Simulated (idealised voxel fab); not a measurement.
process module | voxel wiring stack
cross-section cut | 165 nm wide | cells 5 nm
A cross-section is a grid of square cells, given in bands from the top down. A band is one or more rows of cells.
Each band's line starts with the height of the band's top and of its bottom, in nm. Then come its materials from left to right, each with its width in nm. One material with "throughout" fills the band from edge to edge. "air" is empty space.
Height 0 is the level under which the wafer as received is all one material. The lowest band goes on downwards, as in "0 down".
A width such as "30 to 40" changes by the same amount from each row of cells to the next, from the band's top row to its bottom row.
"no change" after a step means that no cell of the cross-section changed.
closed voids: empty space of 8 cells or more with no open way to the top, each as width x height at its distance from the left edge, in nm
after a step's settings: what the simulator itself notes on the step
overlay nm, on a step with a mask: how far to the right of its planned place the mask lay; to the left if negative
plan
1 op RECEIVE | material Si
2 op CONFORMAL_DEP | material SiO2 | thk nm 15
3 op DIRECTIONAL_DEP | material TiN | thk nm 5
4 op DIRECTIONAL_DEP | material W | thk nm 20
5 op DIRECTIONAL_DEP | material aC | thk nm 10
6 op PATTERN | tone cover | mask id METAL_1 | material resist | width nm 30 | pitch nm 45 | thk nm 30 | overlay nm 0
7 op DIRECTIONAL_ETCH | etch materials aC | depth nm 10
8 op STRIP | etch materials resist
9 op DIRECTIONAL_ETCH | etch materials W | depth nm 20
10 op DIRECTIONAL_ETCH | etch materials TiN | depth nm 5
11 op STRIP | etch materials aC
12 op CONFORMAL_DEP | material SiN | thk nm 5
13 op FILL_DEP | material lowk | thk nm 5
14 op CMP | height nm 40
15 op CONFORMAL_DEP | material SiCN | thk nm 5
16 op DIRECTIONAL_DEP | material SiO2 | thk nm 20
17 op DIRECTIONAL_DEP | material aC | thk nm 10
18 op PATTERN | tone open | mask id PLUG_1 | material resist | width nm 15 | pitch nm 90 | thk nm 25 | overlay nm 0
19 op DIRECTIONAL_ETCH | etch materials aC | depth nm 10
20 op STRIP | etch materials resist
21 op DIRECTIONAL_ETCH | etch materials SiO2 | depth nm 20
22 op DIRECTIONAL_ETCH | etch materials SiCN | depth nm 5
23 op STRIP | etch materials aC
24 op EPI | material Ru | thk nm 10
25 op EPI | material Ru | thk nm 10
26 op EPI | material Ru | thk nm 5
27 op DIRECTIONAL_DEP | material TiN | thk nm 5
28 op DIRECTIONAL_DEP | material W | thk nm 25
29 op DIRECTIONAL_DEP | material aC | thk nm 10
30 op PATTERN | tone cover | mask id METAL_2 | material resist | width nm 30 | pitch nm 45 | thk nm 30 | overlay nm 0
31 op DIRECTIONAL_ETCH | etch materials aC | depth nm 10
32 op STRIP | etch materials resist
33 op DIRECTIONAL_ETCH | etch materials W | depth nm 25
34 op DIRECTIONAL_ETCH | etch materials TiN | depth nm 5
35 op STRIP | etch materials aC
36 op CONFORMAL_DEP | material SiN | thk nm 5
37 op FILL_DEP | material lowk | thk nm 5
38 op CMP | height nm 95
39 op CONFORMAL_DEP | material SiCN | thk nm 5
40 op DIRECTIONAL_DEP | material lowk | thk nm 10
41 op MASKED_ETCH | tone open | mask id PLUG_2 | width nm 15 | pitch nm 90 | etch materials lowk | depth nm 10 | overlay nm 0
42 op MASKED_ETCH | tone open | mask id PLUG_2 | width nm 15 | pitch nm 90 | etch materials SiCN | depth nm 5 | overlay nm 0
43 op EPI | material Ru | thk nm 10
44 op EPI | material Ru | thk nm 5
45 op DIRECTIONAL_DEP | material TiN | thk nm 5
46 op DIRECTIONAL_DEP | material W | thk nm 15
47 op MASKED_ETCH | tone cover | mask id METAL_3 | width nm 30 | pitch nm 45 | etch materials W | depth nm 15 | overlay nm 0
48 op MASKED_ETCH | tone cover | mask id METAL_3 | width nm 30 | pitch nm 45 | etch materials TiN | depth nm 5 | overlay nm 0
49 op FILL_DEP | material SiO2 | thk nm 10
50 op CMP | height nm 130
51 op CONFORMAL_DEP | material SiCN | thk nm 5
52 op DIRECTIONAL_DEP | material lowk | thk nm 10
53 op PATTERN | tone open | mask id PLUG_3 | material resist | width nm 15 | pitch nm 45 | thk nm 20 | overlay nm 0
54 op DIRECTIONAL_ETCH | etch materials lowk | depth nm 10
55 op DIRECTIONAL_ETCH | etch materials SiCN | depth nm 5
56 op STRIP | etch materials resist
57 op CONFORMAL_DEP | material TiN | thk nm 5
58 op FILL_DEP | material Cu | thk nm 5
59 op CMP | height nm 145
60 op DIRECTIONAL_DEP | material TiN | thk nm 5
61 op DIRECTIONAL_DEP | material W | thk nm 20
62 op MASKED_ETCH | tone cover | mask id METAL_4 | width nm 30 | pitch nm 45 | etch materials W | depth nm 20 | overlay nm 0
63 op MASKED_ETCH | tone cover | mask id METAL_4 | width nm 30 | pitch nm 45 | etch materials TiN | depth nm 5 | overlay nm 0
64 op CONFORMAL_DEP | material SiCN | thk nm 5
65 op FILL_DEP | material SiO2 | thk nm 10
66 op CMP | height nm 170
67 op CONFORMAL_DEP | material SiCN | thk nm 5
as received, after step 1
  0 down: Si throughout
  closed voids: none
first wafer at the end, as planned
  175 to 170: SiCN throughout
  170 to 150: SiO2 15 | SiCN 5 | W 30 | SiCN 5 | SiO2 5 | SiCN 5 | W 30 | SiCN 5 | SiO2 5 | SiCN 5 | W 30 | SiCN 5 | SiO2 20
  150 to 145: SiCN 20 | TiN 30 | SiCN 15 | TiN 30 | SiCN 15 | TiN 30 | SiCN 25
  145 to 135: lowk 20 | TiN 5 | Cu 5 | TiN 5 | lowk 30 | TiN 5 | Cu 5 | TiN 5 | lowk 30 | TiN 5 | Cu 5 | TiN 5 | lowk 40
  135 to 130: SiCN 20 | TiN 15 | SiCN 30 | TiN 15 | SiCN 30 | TiN 15 | SiCN 40
  130 to 115: SiO2 20 | W 30 | SiO2 15 | W 30 | SiO2 15 | W 30 | SiO2 25
  115 to 110: SiO2 20 | TiN 30 | SiO2 15 | TiN 30 | SiO2 15 | TiN 30 | SiO2 25
  110 to 100: lowk 20 | Ru 15 | lowk 75 | Ru 15 | lowk 40
  100 to 95: SiCN 20 | Ru 15 | SiCN 75 | Ru 15 | SiCN 40
  95 to 70: lowk 15 | SiN 5 | W 30 | SiN 5 | lowk 5 | SiN 5 | W 30 | SiN 5 | lowk 5 | SiN 5 | W 30 | SiN 5 | lowk 20
  70 to 65: SiN 20 | TiN 30 | SiN 15 | TiN 30 | SiN 15 | TiN 30 | SiN 25
  65 to 45: SiO2 20 | Ru 15 | SiO2 75 | Ru 15 | SiO2 40
  45 to 40: SiCN 20 | Ru 15 | SiCN 75 | Ru 15 | SiCN 40
  40 to 20: lowk 15 | SiN 5 | W 30 | SiN 5 | lowk 5 | SiN 5 | W 30 | SiN 5 | lowk 5 | SiN 5 | W 30 | SiN 5 | lowk 20
  20 to 15: SiN 20 | TiN 30 | SiN 15 | TiN 30 | SiN 15 | TiN 30 | SiN 25
  15 to 0: SiO2 throughout
  0 down: Si throughout
  closed voids: none
second wafer at the end: like start, like plan, one mistake
  175 to 170: SiCN throughout
  170 to 150: SiO2 15 | SiCN 5 | W 30 | SiCN 5 | SiO2 5 | SiCN 5 | W 30 | SiCN 5 | SiO2 5 | SiCN 5 | W 30 | SiCN 5 | SiO2 20
  150 to 145: SiCN 20 | TiN 30 | SiCN 15 | TiN 30 | SiCN 15 | TiN 30 | SiCN 25
  145 to 135: lowk 20 | TiN 5 | Cu 5 | TiN 5 | lowk 30 | TiN 5 | Cu 5 | TiN 5 | lowk 30 | TiN 5 | Cu 5 | TiN 5 | lowk 40
  135 to 130: SiCN 20 | TiN 15 | SiCN 30 | TiN 15 | SiCN 30 | TiN 15 | SiCN 40
  130 to 115: SiO2 35 | W 15 | SiO2 15 | W 30 | SiO2 30 | W 15 | SiO2 25
  115 to 110: SiO2 20 | W 15 | TiN 15 | SiO2 15 | TiN 30 | SiO2 15 | W 15 | TiN 15 | SiO2 25
  110 to 100: lowk 20 | W 15 | lowk 75 | W 15 | lowk 40
  100 to 95: SiCN 20 | TiN 15 | SiCN 75 | TiN 15 | SiCN 40
  95 to 70: W 20 | SiN 5 | lowk 20 | SiN 5 | W 15 | SiN 5 | lowk 20 | SiN 5 | W 15 | SiN 5 | lowk 20 | SiN 5 | W 25
  70 to 65: TiN 20 | SiN 30 | TiN 15 | SiN 30 | TiN 15 | SiN 30 | TiN 25
  65 to 45: SiO2 20 | Ru 15 | SiO2 75 | Ru 15 | SiO2 40
  45 to 40: SiCN 20 | Ru 15 | SiCN 75 | Ru 15 | SiCN 40
  40 to 20: lowk 15 | SiN 5 | W 30 | SiN 5 | lowk 5 | SiN 5 | W 30 | SiN 5 | lowk 5 | SiN 5 | W 30 | SiN 5 | lowk 20
  20 to 15: SiN 20 | TiN 30 | SiN 15 | TiN 30 | SiN 15 | TiN 30 | SiN 25
  15 to 0: SiO2 throughout
  0 down: Si throughout
  closed voids: none
what went wrong: step 30 ran as: op PATTERN | tone open | mask id METAL_2 | material resist | width nm 30 | pitch nm 45 | thk nm 30 | overlay nm 0
at the end the second wafer has, in cells: 18 fewer of Ru | 3 more of SiN | 18 more of SiO2 | 3 fewer of TiN | 15 fewer of W | 15 more of lowk
